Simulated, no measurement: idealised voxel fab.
The name of this process module is voxel released beams.
We display cut, a cross-section 245 nm in width whose square cells are each 5 nm.
Think of the cross-section as a grid of square cells. We describe it in bands, top to bottom, and each band covers one or more rows of those cells.
Band: top height; bottom height; in nm. Then, left to right: material with width in nm, for each material. "throughout": a single material spanning edge to edge. "empty": empty space.
Below 0: as-received wafer, all one material; heights counted from there. Lowest band: no bottom, goes on down, written "0 down".
With a width like "30..40", each row of cells in the band differs from the next by the same amount, the top row carrying the first number and the bottom row the second.
No cell of the cross-section changed in a step that is given as "everything unchanged".
Sealed void list: empty space of 8 cells or more with no open way to the top, each as width x height at its distance from the left edge, in nm
Text after the settings on a step's line: the simulator's own remark on that step.
"overlay nm" denotes, for a step that has a mask, the displacement of the mask to the right of its planned place, with negative values corresponding to the left.

-- So here's the lineup of process steps we planned
| 1 | RECEIVE | material Si |
| 2 | CONFORMAL_DEP | material SiN | thk nm 5 |
| 3 | DIRECTIONAL_DEP | material SiO2 | thk nm 10 |
| 4 | DIRECTIONAL_DEP | material aC | thk nm 15 |
| 5 | PATTERN | tone open | mask id ANCHOR | material resist | width nm 35 | thk nm 35 | overlay nm 0 |
| 6 | DIRECTIONAL_ETCH | etch materials aC | depth nm 15 |
| 7 | STRIP | etch materials resist |
| 8 | DIRECTIONAL_ETCH | etch materials SiO2 | depth nm 10 |
| 9 | STRIP | etch materials aC |
| 10 | CONFORMAL_DEP | material polySi | thk nm 15 |
| 11 | PATTERN | tone cover | mask id BEAM | material resist | width nm 110 | thk nm 15 | overlay nm -15 |
| 12 | DIRECTIONAL_ETCH | etch materials polySi | depth nm 15 |
| 13 | STRIP | etch materials resist |
| 14 | STRIP | etch materials SiO2 |
It is noted that the wafers described herein are identical at the outset and are distinguished by the overlay nm of step 11; the value stated in the plan corresponds to the first wafer.

-- Cross-sectional view of the first of several wafers in the as-received condition, corresponding to the state following step 1
> 0 down: Si throughout
> Sealed void list: none

-- The table below has one row for each wafer; a row shows, as of the end of the module, how many cells of each material the wafer has gained, marked (+), or lost, marked (-), since it was received, and then the wafer's closed voids
overlay nm -15; +49 SiN; +78 polySi; Sealed void list: none
overlay nm -10; +49 SiN; +78 polySi; Sealed void list: none
overlay nm -5; +49 SiN; +78 polySi; Sealed void list: none
overlay nm 0; +49 SiN; +78 polySi; Sealed void list: none
overlay nm 5; +49 SiN; +78 polySi; Sealed void list: none
overlay nm 10; +49 SiN; +78 polySi; Sealed void list: none
overlay nm 15; +49 SiN; +78 polySi; Sealed void list: none
